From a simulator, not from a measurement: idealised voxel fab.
The following process module bears the name voxel released beams.
The width of the displayed cross-section, cut, is 245 nm; its cells are square, with a size of 5 nm.
Reading order for cross-sections: top band down to bottom band. Underlying form: a grid of square cells. Band size: one or more rows of cells.
Band: top and bottom heights (nm) first, top before bottom; then materials from left to right, widths in nm. "full width" marks a sole material filling the band edge to edge. "air" denotes empty space.
Heights from 0 (as-received wafer is one material below). Bottom band endless downward, as "0 down".
When a width is written as two numbers, as in "30..40", the first number is the width in the top row of cells of the band and the second is the width in its bottom row, and the width changes by the same amount from each row to the next.
Given "stayed the same" for a step, no cell of the cross-section differs between before and after that step.
Under "Fully sealed voids" you'll find the enclosed gaps, the ones with no way out to the top, that are 8 cells or bigger; each reads width x height at distance, with distance counted from the left edge, everything in nm.
Text after the settings on a step's line: the simulator's own remark on that step.
For masked steps, "overlay nm" on the step line gives how far right of plan the mask actually lay; a minus sign means it lay to the left.
PROCESS STEPS FORESEEN IN THE PLAN
- 1: op RECEIVE | material Si
- 2: op CONFORMAL_DEP | material Al2O3 | thk nm 10
- 3: op DIRECTIONAL_DEP | material SiO2 | thk nm 10
- 4: op DIRECTIONAL_DEP | material aC | thk nm 10
- 5: op PATTERN | tone open | mask id ANCHOR | material resist | width nm 35 | thk nm 25 | overlay nm 0
- 6: op DIRECTIONAL_ETCH | etch materials aC | depth nm 10
- 7: op STRIP | etch materials resist
- 8: op DIRECTIONAL_ETCH | etch materials SiO2 | depth nm 10
- 9: op STRIP | etch materials aC
- 10: op CONFORMAL_DEP | material W | thk nm 15
- 11: op DIRECTIONAL_DEP | material aC | thk nm 15
- 12: op PATTERN | tone cover | mask id BEAM | material resist | width nm 105 | thk nm 30 | overlay nm 0
- 13: op DIRECTIONAL_ETCH | etch materials aC | depth nm 15
- 14: op STRIP | etch materials resist
- 15: op DIRECTIONAL_ETCH | etch materials W | depth nm 15
- 16: op STRIP | etch materials aC
- 17: op STRIP | etch materials SiO2
THE FIRST WAFER OF TWO, PROCESSED AS PLANNED
AS RECEIVED, AFTER STEP 1
* 0 down = Si full width
* Fully sealed voids: none
STEP 2 DONE - WAFER CROSS-SECTION
* 10 to 0 = Al2O3 full width
* below 0: unchanged
STEP 3 DONE - WAFER CROSS-SECTION
* 20 to 10 = SiO2 full width
* below 10: unchanged
STEP 4 DONE - WAFER CROSS-SECTION
* 30 to 20 = aC full width
* below 20: unchanged
STEP 5 DONE - WAFER CROSS-SECTION
* 55 to 30 = resist=70, then air=35, then resist=140
* below 30: unchanged
STEP 6 DONE - WAFER CROSS-SECTION
* 45 to 30 = resist=70, then air=35, then resist=140
* 30 to 20 = aC=70, then air=35, then aC=140
* below 20: unchanged
STEP 7 DONE - WAFER CROSS-SECTION
* 30 to 20 = aC=70, then air=35, then aC=140
* below 20: unchanged
STEP 8 DONE - WAFER CROSS-SECTION
* 30 to 20 = aC=70, then air=35, then aC=140
* 20 to 10 = SiO2=70, then air=35, then SiO2=140
* below 10: unchanged
STEP 9 DONE - WAFER CROSS-SECTION
* 20 to 10 = SiO2=70, then air=35, then SiO2=140
* below 10: unchanged
STEP 10 DONE - WAFER CROSS-SECTION
* 35 to 25 = W=85, then air=5, then W=155
* 25 to 20 = W full width
* 20 to 10 = SiO2=70, then W=35, then SiO2=140
* below 10: unchanged
STEP 11 DONE - WAFER CROSS-SECTION
* 50 to 40 = aC=85, then air=5, then aC=155
* 40 to 35 = aC full width
* 35 to 25 = W=85, then aC=5, then W=155
* below 25: unchanged
STEP 12 DONE - WAFER CROSS-SECTION
* 80 to 50 = air=65, then resist=105, then air=75
* 50 to 40 = aC=85, then resist=5, then aC=155
* below 40: unchanged
STEP 13 DONE - WAFER CROSS-SECTION
* 65 to 50 = air=65, then resist=105, then air=75
* 50 to 40 = air=65, then aC=20, then resist=5, then aC=80, then air=75
* 40 to 35 = air=65, then aC=105, then air=75
* below 35: unchanged
STEP 14 DONE - WAFER CROSS-SECTION
* 50 to 40 = air=65, then aC=20, then air=5, then aC=80, then air=75
* below 40: unchanged
STEP 15 DONE - WAFER CROSS-SECTION
* 50 to 40 = air=65, then aC=20, then air=5, then aC=80, then air=75
* 40 to 35 = air=65, then aC=105, then air=75
* 35 to 25 = air=65, then W=20, then aC=5, then W=80, then air=75
* 25 to 20 = air=65, then W=105, then air=75
* below 20: unchanged
STEP 16 DONE - WAFER CROSS-SECTION
* 35 to 25 = air=65, then W=20, then air=5, then W=80, then air=75
* below 25: unchanged
STEP 17 DONE - WAFER CROSS-SECTION
* 35 to 25 = air=65, then W=20, then air=5, then W=80, then air=75
* 25 to 20 = air=65, then W=105, then air=75
* 20 to 10 = air=70, then W=35, then air=140
* below 10: unchanged
THE SECOND WAFER BEGAN EXACTLY AS THE FIRST DID AND FOLLOWED THE SAME PLAN, BUT ONE MISTAKE WAS MADE WHILE RUNNING IT; THROUGH STEP 9 INCLUSIVE, THE TWO WAFERS ARE IDENTICAL
SECOND WAFER, SECTION VIEW, TIME POINT: SCHEDULED END OF STEP 10
* 45 to 20 = W full width
* 20 to 10 = SiO2=70, then W=35, then SiO2=140
* below 10: unchanged
SECOND WAFER, SECTION VIEW, TIME POINT: SCHEDULED END OF STEP 11
* 60 to 45 = aC full width
* below 45: unchanged
SECOND WAFER, SECTION VIEW, TIME POINT: SCHEDULED END OF STEP 12
* 90 to 60 = air=65, then resist=105, then air=75
* below 60: unchanged
SECOND WAFER, SECTION VIEW, TIME POINT: SCHEDULED END OF STEP 13
* 75 to 60 = air=65, then resist=105, then air=75
* 60 to 45 = air=65, then aC=105, then air=75
* below 45: unchanged
SECOND WAFER, SECTION VIEW, TIME POINT: SCHEDULED END OF STEP 14
* 60 to 45 = air=65, then aC=105, then air=75
* below 45: unchanged
SECOND WAFER, SECTION VIEW, TIME POINT: SCHEDULED END OF STEP 15
* 60 to 45 = air=65, then aC=105, then air=75
* 45 to 30 = air=65, then W=105, then air=75
* below 30: unchanged
SECOND WAFER, SECTION VIEW, TIME POINT: SCHEDULED END OF STEP 16
* 45 to 30 = air=65, then W=105, then air=75
* below 30: unchanged
Second wafer, section view, time point: scheduled end of step 17: stayed the same
It is concluded that the wafer was processed incorrectly with respect to the plan, in that step 10 was not run as planned; what actually ran was op CONFORMAL_DEP | material W | thk nm 25
Final cells, second wafer relative to first, materials higher or lower: 84 more of SiO2, 100 more of W
